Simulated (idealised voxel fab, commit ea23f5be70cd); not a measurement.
Herein follows the process module entitled voxel trench capacitor.
Cross-section cut spans 165 nm and uses square cells 5 nm in size.
Format of a cross-section: grid, square cells. Given as bands. Order: top down. Band: one or more rows of cells.
A band entry consists of two parts. The first gives the height of the band's top and the height of its bottom, in nm. The rest lists the band's materials from left to right, each with its width in nm. A single material labelled with the word "throughout" fills the band from edge to edge, and the word "empty" marks empty space.
Height reference: 0 = level under which incoming wafer is all one material. Lowest band: no bottom, runs on downward, e.g. "z 0 and below".
The width entry "30->40" should be interpreted row by row: the top row of cells in the band takes the first number, the bottom row takes the second number, and the change between adjacent rows is uniform throughout.
The cross-section has no changed cell in any step marked "nothing was modified".
Listed in "Completely sealed voids": every empty space of 8 or more cells without an open way to the top. Form: width x height at distance, the distance being from the left edge, all in nm.
after a step's settings: what the simulator itself notes on the step
"overlay nm" denotes, for a step that has a mask, the displacement of the mask to the right of its planned place, with negative values corresponding to the left.

These are the steps we planned for the process
1. RECEIVE, material Si
2. CONFORMAL_DEP, material SiN, thk nm 5
3. PATTERN, tone open, mask id TRENCH, material resist, width nm 20, pitch nm 45, thk nm 15, overlay nm 0
4. DIRECTIONAL_ETCH, etch materials SiN, depth nm 5
5. DIRECTIONAL_ETCH, etch materials Si, depth nm 25
6. STRIP, etch materials resist
7. CONFORMAL_DEP, material SiO2, thk nm 5
8. FILL_DEP, material polySi, thk nm 10
9. CMP, height nm 5

Cross-section: wafer on arrival = after step 1
  z 0 and below: Si throughout
  Completely sealed voids: none

Sectioned view, first of two wafers, at the close of the module, processed as intended in the plan
  z 5 to 0: SiN=50; SiO2=5; polySi=10; SiO2=5; SiN=25; SiO2=5; polySi=10; SiO2=5; SiN=50
  z 0 to -20: Si=50; SiO2=5; polySi=10; SiO2=5; Si=25; SiO2=5; polySi=10; SiO2=5; Si=50
  z -20 to -25: Si=50; SiO2=20; Si=25; SiO2=20; Si=50
  z -25 and below: Si throughout
  Completely sealed voids: none

Wafer two cross-section, module end. Start and plan unchanged from wafer one; one mistake made during the run
  z 20 to 10: polySi throughout
  z 10 to 5: SiO2=55; polySi=10; SiO2=35; polySi=10; SiO2=55
  z 5 to 0: SiN=50; SiO2=5; polySi=10; SiO2=5; SiN=25; SiO2=5; polySi=10; SiO2=5; SiN=50
  z 0 to -20: Si=50; SiO2=5; polySi=10; SiO2=5; Si=25; SiO2=5; polySi=10; SiO2=5; Si=50
  z -20 to -25: Si=50; SiO2=20; Si=25; SiO2=20; Si=50
  z -25 and below: Si throughout
  Completely sealed voids: none
Run error: it should be noted that step 9 of the plan was omitted and was not performed
Final cells, second wafer relative to first, materials higher or lower: 29 more of SiO2 | 70 more of polySi
